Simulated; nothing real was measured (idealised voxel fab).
Name of the process module below: voxel released beams
Cross-section cut: width 145 nm, square cells of 5 nm.
For the purposes of this document, a cross-section shall be understood as a grid of square cells, specified as bands listed in top-to-bottom order, each band consisting of one or more rows of cells. Per band: top height and bottom height in nm, followed by the left-to-right materials and their widths in nm; "all across" marks a single material spanning edge to edge, "empty" marks empty space. Ref level 0: as-received wafer is one material below here. Bottom band extends down with no lower bound ("z 0 and below"). Graded width ("30->40"): value in top row of band = first number; value in bottom row = second number; row-to-row change constant. Basically "nothing was modified" means that step didn't change any cell in the cross-section. Empty spaces without an open route to the top, at least 8 cells in extent, make up the entry "Catalogued sealed voids"; each is given as width x height at distance, where the distance is measured from the left edge, and all are in nm. Heads up: the bit after the settings on a step's line is the simulator's remark on that step. overlay nm: mask offset rightward from planned place, masked step; negative means leftward offset.

-- The following list gives the planned process steps
1. RECEIVE | material Si
2. CONFORMAL_DEP | material SiN | thk nm 10
3. DIRECTIONAL_DEP | material SiO2 | thk nm 10
4. DIRECTIONAL_DEP | material aC | thk nm 10
5. PATTERN | tone open | mask id ANCHOR | material resist | width nm 30 | thk nm 30 | overlay nm 0
6. DIRECTIONAL_ETCH | etch materials aC | depth nm 10
7. STRIP | etch materials resist
8. DIRECTIONAL_ETCH | etch materials SiO2 | depth nm 10
9. STRIP | etch materials aC
10. CONFORMAL_DEP | material TiN | thk nm 10
11. DIRECTIONAL_DEP | material aC | thk nm 15
12. PATTERN | tone cover | mask id BEAM | material resist | width nm 90 | thk nm 35 | overlay nm -10
13. DIRECTIONAL_ETCH | etch materials aC | depth nm 15
14. STRIP | etch materials resist
15. DIRECTIONAL_ETCH | etch materials TiN | depth nm 10
16. STRIP | etch materials aC
17. STRIP | etch materials SiO2
For clarity, it should be stated that the wafers under discussion commence in an identical condition and differ with respect to the overlay nm of step 12, the plan indicating the value that the first wafer had.

-- As-received state after step 1, first of several wafers, cross-section
- z 0 and below: Si all across
- Catalogued sealed voids: none

-- End of module, by wafer: material-by-material cell gain (+) or loss (-) since receipt, then closed voids
overlay nm -10; +58 SiN; +44 TiN; Catalogued sealed voids: none
overlay nm -5; +58 SiN; +44 TiN; Catalogued sealed voids: none
overlay nm 0; +58 SiN; +44 TiN; Catalogued sealed voids: none
overlay nm 5; +58 SiN; +44 TiN; Catalogued sealed voids: none
overlay nm 10; +58 SiN; +44 TiN; Catalogued sealed voids: none
overlay nm 15; +58 SiN; +44 TiN; Catalogued sealed voids: none
